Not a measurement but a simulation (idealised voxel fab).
The name of this process module is voxel tone inversion.
Cross-sectional view cut (width: 165 nm; square cell size: 5 nm).
How to read a cross-section here: the picture is a grid of square cells, written as bands going from the top down, and any band can span one or more rows of cells. Look at the band entry: it leads with the top's height and the bottom's height in nm. Then it lists the materials left to right, with a width in nm for each. The word "throughout" on a single material says that material fills the band edge to edge. The word "air" is empty space. Height 0 is the level under which the wafer as received is all one material. The lowest band goes on downwards, as in "0 down". Width spec "30->40" -> top row of cells at first value, bottom row at second value, equal per-row change in between. Take "no alterations made" at face value: in the step it is given for, the cross-section changed in none of its cells. The entry "Voids, sealed" lists the empty spaces that cover at least 8 cells and have no open path to the top. Each is written as width x height at distance, where the distance is measured from the left edge and all three values are in nm. It should be noted that, on the line of a given step, the content following the step's settings is a remark produced by the simulator itself with respect to that step. What "overlay nm" on a step's line means: if the step has a mask, that mask lay this far to the right of its planned place, or, when the value is negative, to the left.

Listed below are the process steps as planned:
1 RECEIVE [material Si]
2 CONFORMAL_DEP [material SiCN] [thk nm 10]
3 DIRECTIONAL_DEP [material polySi] [thk nm 15]
4 PATTERN [tone cover] [mask id POSTS] [material resist] [width nm 15] [pitch nm 30] [thk nm 20] [overlay nm 0]
5 DIRECTIONAL_ETCH [etch materials polySi] [depth nm 15]
6 STRIP [etch materials resist]
7 FILL_DEP [material SiO2] [thk nm 5]
8 CMP [height nm 25]
9 STRIP [etch materials polySi]

Delivered wafer in cross-section: state after step 1:
    0 down | Si throughout
    Voids, sealed: none

Cross-section: first of two wafers, module finished, run according to plan:
    25 to 10 | SiO2 (30), air (15), SiO2 (15), air (15), SiO2 (15), air (15), SiO2 (15), air (15), SiO2 (30)
    10 to 0 | SiCN throughout
    0 down | Si throughout
    Voids, sealed: none

Now the second wafer, cross-sectioned at the end of the module. Nothing different at the start, nothing different in the plan compared with the first, just one mistake when it was actually run:
    25 to 20 | SiO2 throughout
    20 to 10 | SiO2 (30), polySi (15), SiO2 (15), polySi (15), SiO2 (15), polySi (15), SiO2 (15), polySi (15), SiO2 (30)
    10 to 0 | SiCN throughout
    0 down | Si throughout
    Voids, sealed: none
Error vs. plan: step 3 off recipe, ran as DIRECTIONAL_DEP [material polySi] [thk nm 10]
It is noted that, at the conclusion of processing, the second wafer exhibits a higher or lower cell count for certain materials relative to the first: SiO2 +12, polySi +24
